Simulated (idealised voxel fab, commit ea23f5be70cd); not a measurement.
process module | voxel trench capacitor
cross-section cut | 235 nm wide | cells 5 nm
A cross-section is a grid of square cells, given in bands from the top down. A band is one or more rows of cells.
Each band's line starts with the height of the band's top and of its bottom, in nm. Then come its materials from left to right, each with its width in nm. One material with "throughout" fills the band from edge to edge. "air" is empty space.
Height 0 is the level under which the wafer as received is all one material. The lowest band goes on downwards, as in "0 down".
A width such as "30 to 40" changes by the same amount from each row of cells to the next, from the band's top row to its bottom row.
"no change" after a step means that no cell of the cross-section changed.
closed voids: empty space of 8 cells or more with no open way to the top, each as width x height at its distance from the left edge, in nm
after a step's settings: what the simulator itself notes on the step
overlay nm, on a step with a mask: how far to the right of its planned place the mask lay; to the left if negative
plan
1 op RECEIVE | material Si
2 op CONFORMAL_DEP | material SiN | thk nm 10
3 op MASKED_ETCH | tone open | mask id TRENCH | width nm 15 | pitch nm 45 | etch materials SiN | depth nm 10 | overlay nm 0
4 op MASKED_ETCH | tone open | mask id TRENCH | width nm 15 | pitch nm 45 | etch materials Si | depth nm 25 | overlay nm 0
5 op CONFORMAL_DEP | material SiO2 | thk nm 5
6 op FILL_DEP | material polySi | thk nm 5
7 op CMP | height nm 10
varied across the wafers: width nm of step 3. The plan shows the first wafer's value. All wafers start alike
first wafer as received, after step 1
  0 down: Si throughout
  closed voids: none
first wafer at the end, after step 7
  10 to 0: SiN 85 | SiO2 5 | polySi 5 | SiO2 5 | SiN 30 | SiO2 5 | polySi 5 | SiO2 5 | SiN 90
  0 to -20: Si 85 | SiO2 5 | polySi 5 | SiO2 5 | Si 30 | SiO2 5 | polySi 5 | SiO2 5 | Si 90
  -20 to -25: Si 85 | SiO2 15 | Si 30 | SiO2 15 | Si 90
  -25 down: Si throughout
  closed voids: none
last wafer at the end
  10 to 0: SiN 80 | SiO2 5 to 10 | polySi 20 to 5 | SiO2 5 to 15 | SiN 15 | SiO2 5 to 10 | polySi 20 to 5 | SiO2 5 to 15 | SiN 80
  0 to -20: Si 85 | SiO2 5 | polySi 5 | SiO2 5 | Si 30 | SiO2 5 | polySi 5 | SiO2 5 | Si 90
  -20 to -25: Si 85 | SiO2 15 | Si 30 | SiO2 15 | Si 90
  -25 down: Si throughout
  closed voids: none
each wafer at the end: cells of each material gained (+) or lost (-) since it was received, then its closed voids
width nm 15 | -30 Si | +82 SiN | +30 SiO2 | +12 polySi | closed voids: none
width nm 20 | -30 Si | +78 SiN | +32 SiO2 | +14 polySi | closed voids: none
width nm 25 | -30 Si | +74 SiN | +34 SiO2 | +16 polySi | closed voids: none
width nm 30 | -30 Si | +70 SiN | +36 SiO2 | +18 polySi | closed voids: none
